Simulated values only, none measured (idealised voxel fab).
The document below concerns the process module designated voxel gate over fins.
For reference, the cross-section in this document is cut, with width 145 nm and square cells of 5 nm.
Cross-sections here: square-cell grids, written as top-down lists of bands, a band being one or more rows of cells. This entry defines a band. It first specifies the height of the band's top and the height of its bottom in nm, and then specifies the band's materials from left to right, stating each material with its width in nm. The word "everywhere" identifies a single material that fills the band from edge to edge, while the word "air" identifies empty space. Height is counted from the level 0, under which the received wafer is composed throughout of one material. The lowest of the bands is not closed at the bottom but continues downward, in the notation "0 -> down". The notation "30..40" denotes a width that varies across the rows of cells in the band, beginning at the first number in the top row, finishing at the second number in the bottom row, and changing by an identical amount from each row to the next. No cell of the cross-section changed in a step that is given as "same as before". Basically, "Internal closed voids" tells you about the enclosed voids: empty spaces with no open way to the top, 8 cells or bigger, each written width x height at distance, where distance is from the left edge, all in nm. Anything after a step's settings on that line? It's the simulator's own note about the step. A step's line can hold "overlay nm"; with a mask on that step, the setting says how far right of the planned place the mask lay, while a negative setting says it lay to the left.

### The planned process steps are enumerated hereunder
- 1: RECEIVE (material Si)
- 2: CONFORMAL_DEP (material SiN; thk nm 10)
- 3: MASKED_ETCH (tone cover; mask id FINS; width nm 15; pitch nm 45; etch materials SiN; depth nm 10; overlay nm 0)
- 4: MASKED_ETCH (tone cover; mask id FINS; width nm 15; pitch nm 45; etch materials Si; depth nm 35; overlay nm -5)
- 5: OXIDIZE (depth nm 5)
- 6: FILL_DEP (material SiO2; thk nm 10)
- 7: CMP (height nm 10)
- 8: SELECTIVE_ETCH (etch materials SiO2; depth nm 25)
- 9: STRIP (etch materials SiN)
- 10: CONFORMAL_DEP (material HfO2; thk nm 5)
- 11: CONFORMAL_DEP (material TiN; thk nm 5)
- 12: CONFORMAL_DEP (material TiAl; thk nm 5)
- 13: CONFORMAL_DEP (material TiN; thk nm 5)
- 14: FILL_DEP (material W; thk nm 10)
- 15: CMP (height nm 25)
- 16: CONFORMAL_DEP (material SiCN; thk nm 10)
Heads up: all these wafers start the same, and what changes between them is the overlay nm in step 4. The value you see in the plan is just what the first wafer got.

### The first of several wafers in cross-section, exactly as it reached us after step 1
- 0 -> down | Si everywhere
- Internal closed voids: none

### End of module: cross-section of the first of several wafers after step 16, the last step
- 35 -> 25 | SiCN everywhere
- 25 -> 20 | W everywhere
- 20 -> 15 | W: 5, TiN: 135, W: 5
- 15 -> 10 | TiN: 10, TiAl: 35, TiN: 10, TiAl: 35, TiN: 10, TiAl: 35, TiN: 5, W: 5
- 10 -> 5 | TiN: 5, TiAl: 10, TiN: 25, TiAl: 5, TiN: 5, TiAl: 10, TiN: 25, TiAl: 5, TiN: 5, TiAl: 10, TiN: 25, TiAl: 5, TiN: 5, W: 5
- 5 -> 0 | TiN: 5, TiAl: 5, TiN: 10, HfO2: 15, TiN: 5, TiAl: 5, TiN: 5, TiAl: 5, TiN: 10, HfO2: 15, TiN: 5, TiAl: 5, TiN: 5, TiAl: 5, TiN: 10, HfO2: 15, TiN: 5, TiAl: 5, TiN: 10
- 0 -> -5 | TiAl: 10, TiN: 5, HfO2: 10, Si: 5, HfO2: 5, TiN: 5, TiAl: 15, TiN: 5, HfO2: 10, Si: 5, HfO2: 5, TiN: 5, TiAl: 15, TiN: 5, HfO2: 10, Si: 5, HfO2: 5, TiN: 5, TiAl: 15
- -5 -> -10 | TiN: 15, HfO2: 5, Si: 10, HfO2: 5, TiN: 25, HfO2: 5, Si: 10, HfO2: 5, TiN: 25, HfO2: 5, Si: 10, HfO2: 5, TiN: 20
- -10 -> -15 | HfO2: 20, Si: 10, HfO2: 35, Si: 10, HfO2: 35, Si: 10, HfO2: 25
- -15 -> -40 | SiO2: 20, Si: 10, SiO2: 35, Si: 10, SiO2: 35, Si: 10, SiO2: 25
- -40 -> down | Si everywhere
- Internal closed voids: none

### Last wafer of the set, cross-sectioned at end of module
- 35 -> 25 | SiCN everywhere
- 25 -> 20 | W everywhere
- 20 -> 15 | W: 5, TiN: 135, W: 5
- 15 -> 10 | W: 5, TiN: 5, TiAl: 35, TiN: 10, TiAl: 35, TiN: 10, TiAl: 35, TiN: 10
- 10 -> 5 | W: 5, TiN: 5, TiAl: 5, TiN: 25, TiAl: 10, TiN: 5, TiAl: 5, TiN: 25, TiAl: 10, TiN: 5, TiAl: 5, TiN: 25, TiAl: 10, TiN: 5
- 5 -> 0 | TiN: 10, TiAl: 5, TiN: 5, HfO2: 15, TiN: 10, TiAl: 5, TiN: 5, TiAl: 5, TiN: 5, HfO2: 15, TiN: 10, TiAl: 5, TiN: 5, TiAl: 5, TiN: 5, HfO2: 15, TiN: 10, TiAl: 5, TiN: 5
- 0 -> -5 | TiAl: 15, TiN: 5, HfO2: 5, Si: 5, HfO2: 10, TiN: 5, TiAl: 15, TiN: 5, HfO2: 5, Si: 5, HfO2: 10, TiN: 5, TiAl: 15, TiN: 5, HfO2: 5, Si: 5, HfO2: 10, TiN: 5, TiAl: 10
- -5 -> -10 | TiN: 20, HfO2: 5, Si: 10, HfO2: 5, TiN: 25, HfO2: 5, Si: 10, HfO2: 5, TiN: 25, HfO2: 5, Si: 10, HfO2: 5, TiN: 15
- -10 -> -15 | HfO2: 25, Si: 10, HfO2: 35, Si: 10, HfO2: 35, Si: 10, HfO2: 20
- -15 -> -40 | SiO2: 25, Si: 10, SiO2: 35, Si: 10, SiO2: 35, Si: 10, SiO2: 20
- -40 -> down | Si everywhere
- Internal closed voids: none

### Every row in this table is a wafer at the end of the module, and it gives, for each of the materials, the cells that wafer has gained (+) or lost (-) since it was received, then its closed voids
overlay nm -5, +47 HfO2, -187 Si, +58 SiCN, +115 SiO2, +47 TiAl, +90 TiN, +33 W, Internal closed voids: none
overlay nm 0, +47 HfO2, -208 Si, +58 SiCN, +130 SiO2, +47 TiAl, +94 TiN, +35 W, Internal closed voids: none
overlay nm 5, +47 HfO2, -187 Si, +58 SiCN, +115 SiO2, +47 TiAl, +90 TiN, +33 W, Internal closed voids: none
